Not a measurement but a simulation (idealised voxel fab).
This section sets out a process module, namely voxel released beams.
The width of the displayed cross-section, cut, is 165 nm; its cells are square, with a size of 5 nm.
Notation: cross-section as square-cell grid; stated in bands, top first, going down; one or more cell rows per band. Band: top height; bottom height; in nm. Then, left to right: material with width in nm, for each material. "everywhere": a single material spanning edge to edge. "empty": empty space. Note: height 0 marks the level under which the wafer is uniformly one material as received. Lowest band unbounded below, written "0..down". The width entry "30 to 40" should be interpreted row by row: the top row of cells in the band takes the first number, the bottom row takes the second number, and the change between adjacent rows is uniform throughout. When a step is marked "no modifications", none of the cells in the cross-section changed during that step. The label "Trapped cavities" introduces a list of the empty spaces, 8 cells or larger, that have no open way up to the top; each entry in it reads width x height at distance, where the distance is taken from the left edge and all three are stated in nm. Where a step's line continues beyond its settings, the continuation is a remark by the simulator itself on that step. overlay nm: mask offset rightward from planned place, masked step; negative means leftward offset.
Process steps (planned):
- 1: RECEIVE, material Si
- 2: CONFORMAL_DEP, material Al2O3, thk nm 10
- 3: DIRECTIONAL_DEP, material SiO2, thk nm 15
- 4: PATTERN, tone open, mask id ANCHOR, material resist, width nm 30, thk nm 15, overlay nm 0
- 5: DIRECTIONAL_ETCH, etch materials SiO2, depth nm 15
- 6: STRIP, etch materials resist
- 7: CONFORMAL_DEP, material W, thk nm 10
- 8: PATTERN, tone cover, mask id BEAM, material resist, width nm 110, thk nm 20, overlay nm 0
- 9: DIRECTIONAL_ETCH, etch materials W, depth nm 10
- 10: STRIP, etch materials resist
- 11: STRIP, etch materials SiO2
First wafer, two in total, run as planned:
As-received state of the wafer in cross-section, equivalent to post-step 1:
    0..down | Si everywhere
    Trapped cavities: none
Once step 2 is through, the wafer looks like this in cross-section:
    10..0 | Al2O3 everywhere
    Under 0: no change, same as before.
Once step 3 is through, the wafer looks like this in cross-section:
    25..10 | SiO2 everywhere
    Under 10: no change, same as before.
Once step 4 is through, the wafer looks like this in cross-section:
    40..25 | 30 of resist | 30 of empty | 105 of resist
    Under 25: no change, same as before.
Once step 5 is through, the wafer looks like this in cross-section:
    40..25 | 30 of resist | 30 of empty | 105 of resist
    25..10 | 30 of SiO2 | 30 of empty | 105 of SiO2
    Under 10: no change, same as before.
Once step 6 is through, the wafer looks like this in cross-section:
    25..10 | 30 of SiO2 | 30 of empty | 105 of SiO2
    Under 10: no change, same as before.
Once step 7 is through, the wafer looks like this in cross-section:
    35..25 | 40 of W | 10 of empty | 115 of W
    25..20 | 30 of SiO2 | 10 of W | 10 of empty | 10 of W | 105 of SiO2
    20..10 | 30 of SiO2 | 30 of W | 105 of SiO2
    Under 10: no change, same as before.
Once step 8 is through, the wafer looks like this in cross-section:
    55..35 | 25 of empty | 110 of resist | 30 of empty
    35..25 | 40 of W | 10 of resist | 115 of W
    25..20 | 30 of SiO2 | 10 of W | 10 of resist | 10 of W | 105 of SiO2
    Under 20: no change, same as before.
Once step 9 is through, the wafer looks like this in cross-section:
    55..35 | 25 of empty | 110 of resist | 30 of empty
    35..25 | 25 of empty | 15 of W | 10 of resist | 85 of W | 30 of empty
    Under 25: no change, same as before.
Once step 10 is through, the wafer looks like this in cross-section:
    35..25 | 25 of empty | 15 of W | 10 of empty | 85 of W | 30 of empty
    25..20 | 30 of SiO2 | 10 of W | 10 of empty | 10 of W | 105 of SiO2
    Under 20: no change, same as before.
Once step 11 is through, the wafer looks like this in cross-section:
    35..25 | 25 of empty | 15 of W | 10 of empty | 85 of W | 30 of empty
    25..20 | 30 of empty | 10 of W | 10 of empty | 10 of W | 105 of empty
    20..10 | 30 of empty | 30 of W | 105 of empty
    Under 10: no change, same as before.
Second wafer, same starting conditions and recipe as the first, one mistake in executing it, nothing differs from the first up to and including step 8:
Second wafer shown in cross-section at the time step 9 was slated to end:
    55..35 | 25 of empty | 110 of resist | 30 of empty
    35..25 | 25 of empty | 15 of W | 10 of resist | 85 of W | 30 of empty
    Under 25: no change, same as before.
Second wafer shown in cross-section at the time step 10 was slated to end:
    35..25 | 25 of empty | 15 of W | 10 of empty | 85 of W | 30 of empty
    25..20 | 30 of SiO2 | 10 of W | 10 of empty | 10 of W | 105 of SiO2
    Under 20: no change, same as before.
Second wafer shown in cross-section at the time step 11 was slated to end:
    35..25 | 25 of empty | 15 of W | 10 of empty | 85 of W | 30 of empty
    25..20 | 30 of empty | 10 of W | 10 of empty | 10 of W | 105 of empty
    20..10 | 30 of empty | 30 of W | 105 of empty
    Under 10: no change, same as before.
Finding, execution versus plan: plan step 9 was conducted twice
The two wafers wind up with the same cross-section at the end, so whatever this model computes is the same despite the mistake.
